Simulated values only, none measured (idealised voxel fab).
process module | voxel air gaps
cross-section cut | 300 nm wide | cells 5 nm
Cross-section format: a grid of square cells, given as bands from top to bottom; each band is one or more rows of cells. Top height, bottom height, nm. Materials left to right, width each, nm. Single material + "everywhere" = fills band edge to edge. "empty" = empty. It should be noted that heights are counted from 0, beneath which the wafer as supplied is of one material throughout, and that the lowest band possesses no lower boundary but continues downward, as written in "0..down". Read "30..40" as a graded width: first number on top, second number at the bottom, same change between each pair of neighbouring rows. No cell of the cross-section changed in a step that is given as "no modification". The label "Enclosed voids" introduces a list of the empty spaces, 8 cells or larger, that have no open way up to the top; each entry in it reads width x height at distance, where the distance is taken from the left edge and all three are stated in nm. It should be noted that, on the line of a given step, the content following the step's settings is a remark produced by the simulator itself with respect to that step. "overlay nm" on a masked step: distance the mask lay right of its planned place, negative for left.

# Process steps (planned)
1. RECEIVE, material Si
2. CONFORMAL_DEP, material SiO2, thk nm 10
3. CONFORMAL_DEP, material SiN, thk nm 5
4. DIRECTIONAL_DEP, material SiO2, thk nm 35
5. MASKED_ETCH, tone open, mask id LINES, width nm 15, pitch nm 40, etch materials SiO2, depth nm 35, overlay nm 0
6. CONFORMAL_DEP, material TiN, thk nm 5
7. FILL_DEP, material W, thk nm 10
8. CMP, height nm 50
9. EPI, material Ru, thk nm 10
10. SELECTIVE_ETCH, etch materials SiO2, depth nm 45
11. CONFORMAL_DEP, material SiCN, thk nm 5
Variable across wafers: step 5 width nm (plan value is that of the first wafer; starting state common to all).

# So this is the first of several wafers, cross-sectioned as it came to us, meaning it's at the end of step 1
- 0..down = Si everywhere
- Enclosed voids: none

# Once step 11, the last step, is complete, the module is at its end; this is the cross-section of the first of several wafers
- 65..60 = 65 of empty; 165 of SiCN; 70 of empty
- 60..50 = 65 of empty; 5 of SiCN; 35 of Ru; 5 of SiCN; 35 of Ru; 5 of SiCN; 35 of Ru; 5 of SiCN; 35 of Ru; 5 of SiCN; 70 of empty
- 50..45 = 65 of empty; 15 of SiCN; 5 of TiN; 5 of W; 5 of TiN; 25 of SiCN; 5 of TiN; 5 of W; 5 of TiN; 25 of SiCN; 5 of TiN; 5 of W; 5 of TiN; 25 of SiCN; 5 of TiN; 5 of W; 5 of TiN; 15 of SiCN; 70 of empty
- 45..20 = 75 of empty; 5 of SiCN; 5 of TiN; 5 of W; 5 of TiN; 5 of SiCN; 15 of empty; 5 of SiCN; 5 of TiN; 5 of W; 5 of TiN; 5 of SiCN; 15 of empty; 5 of SiCN; 5 of TiN; 5 of W; 5 of TiN; 5 of SiCN; 15 of empty; 5 of SiCN; 5 of TiN; 5 of W; 5 of TiN; 5 of SiCN; 80 of empty
- 20..15 = 80 of SiCN; 15 of TiN; 25 of SiCN; 15 of TiN; 25 of SiCN; 15 of TiN; 25 of SiCN; 15 of TiN; 85 of SiCN
- 15..10 = SiN everywhere
- 10..0 = SiO2 everywhere
- 0..down = Si everywhere
- Enclosed voids: 15 x 25 at 100; 15 x 25 at 140; 15 x 25 at 180

# Cross-section of the last wafer at end of module
- 65..60 = 60 of empty; 175 of SiCN; 65 of empty
- 60..50 = 60 of empty; 5 of SiCN; 165 of Ru; 5 of SiCN; 65 of empty
- 50..45 = 60 of empty; 15 of SiCN; 5 of TiN; 15 of W; 5 of TiN; 15 of SiO2; 5 of TiN; 15 of W; 5 of TiN; 15 of SiO2; 5 of TiN; 15 of W; 5 of TiN; 15 of SiO2; 5 of TiN; 15 of W; 5 of TiN; 15 of SiCN; 65 of empty
- 45..20 = 70 of empty; 5 of SiCN; 5 of TiN; 15 of W; 5 of TiN; 15 of SiO2; 5 of TiN; 15 of W; 5 of TiN; 15 of SiO2; 5 of TiN; 15 of W; 5 of TiN; 15 of SiO2; 5 of TiN; 15 of W; 5 of TiN; 5 of SiCN; 75 of empty
- 20..15 = 75 of SiCN; 25 of TiN; 15 of SiO2; 25 of TiN; 15 of SiO2; 25 of TiN; 15 of SiO2; 25 of TiN; 80 of SiCN
- 15..10 = SiN everywhere
- 10..0 = SiO2 everywhere
- 0..down = Si everywhere
- Enclosed voids: none

# Wafer rows, end of module: cells per material gained (+) or lost (-) since receipt; closed voids last
width nm 15 | +56 Ru | +152 SiCN | +60 SiN | +120 SiO2 | +60 TiN | +24 W | Enclosed voids: 15 x 25 at 100; 15 x 25 at 140; 15 x 25 at 180
width nm 20 | +64 Ru | +86 SiCN | +60 SiN | +204 SiO2 | +64 TiN | +48 W | Enclosed voids: none
width nm 25 | +66 Ru | +86 SiCN | +60 SiN | +183 SiO2 | +68 TiN | +72 W | Enclosed voids: none
